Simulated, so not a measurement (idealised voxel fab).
The following process module bears the name voxel air gaps.
It is cross-section cut that appears here, measuring 270 nm in width, its square cells being 5 nm in size.
Square cells in a grid make up a cross-section in this document, and the grid is given as bands, listed from the top down, each one or more rows of cells.
It is stipulated that each band's entry specify, in nanometres, the height of the top of the band and then that of its bottom, followed by the materials of the band in left-to-right sequence, each together with its width in nanometres. A single material marked by the word "all across" is understood to fill the band from edge to edge; the word "blank" is understood to denote empty space.
Where do heights start? At 0: under that level the wafer as delivered is made of one material only. And the lowest band has no floor; it just carries on downward, as in "from 0 down".
The expression "30->40" gives the width at the extremes of the band, the first number at its top row of cells and the second at its bottom row, with the width changing by equal amounts from each row to the next in between.
No cell of the cross-section changed in a step that is given as "all unchanged".
What "Unvented voids" gives you is every empty space of 8 cells or more that is cut off from the top. Each appears as width x height at distance, with the distance taken from the left edge and width, height and distance all in nm.
What comes after the settings on a step's line is commentary from the simulator itself on that step.
overlay nm: step with mask; distance mask lay right of planned place; negative value = left of planned place.
### This section lists the process steps that were planned
- 1: RECEIVE with material Si
- 2: CONFORMAL_DEP with material SiO2, thk nm 15
- 3: CONFORMAL_DEP with material SiCN, thk nm 5
- 4: DIRECTIONAL_DEP with material SiO2, thk nm 30
- 5: PATTERN with tone open, mask id LINES, material resist, width nm 25, pitch nm 50, thk nm 20, overlay nm 0
- 6: DIRECTIONAL_ETCH with etch materials SiO2, depth nm 30
- 7: STRIP with etch materials resist
- 8: CONFORMAL_DEP with material TiN, thk nm 5
- 9: FILL_DEP with material Ru, thk nm 10
- 10: CMP with height nm 50
- 11: EPI with material Ru, thk nm 10
- 12: SELECTIVE_ETCH with etch materials SiO2, depth nm 40
- 13: CONFORMAL_DEP with material SiCN, thk nm 5
### Step 1 complete: cross-section of the wafer as received
- from 0 down | Si all across
- Unvented voids: none
### One mistake in running the module, otherwise start and plan as above: cross-section at the end
- from 60 to 50 | blank 35 nm | Ru 45 nm | blank 5 nm | Ru 45 nm | blank 5 nm | Ru 45 nm | blank 5 nm | Ru 45 nm | blank 40 nm
- from 50 to 25 | blank 45 nm | TiN 5 nm | Ru 15 nm | TiN 5 nm | blank 25 nm | TiN 5 nm | Ru 15 nm | TiN 5 nm | blank 25 nm | TiN 5 nm | Ru 15 nm | TiN 5 nm | blank 25 nm | TiN 5 nm | Ru 15 nm | TiN 5 nm | blank 50 nm
- from 25 to 20 | blank 45 nm | TiN 25 nm | blank 25 nm | TiN 25 nm | blank 25 nm | TiN 25 nm | blank 25 nm | TiN 25 nm | blank 50 nm
- from 20 to 15 | SiCN all across
- from 15 to 0 | SiO2 all across
- from 0 down | Si all across
- Unvented voids: none
What broke from the plan during processing? plan step 13 skipped
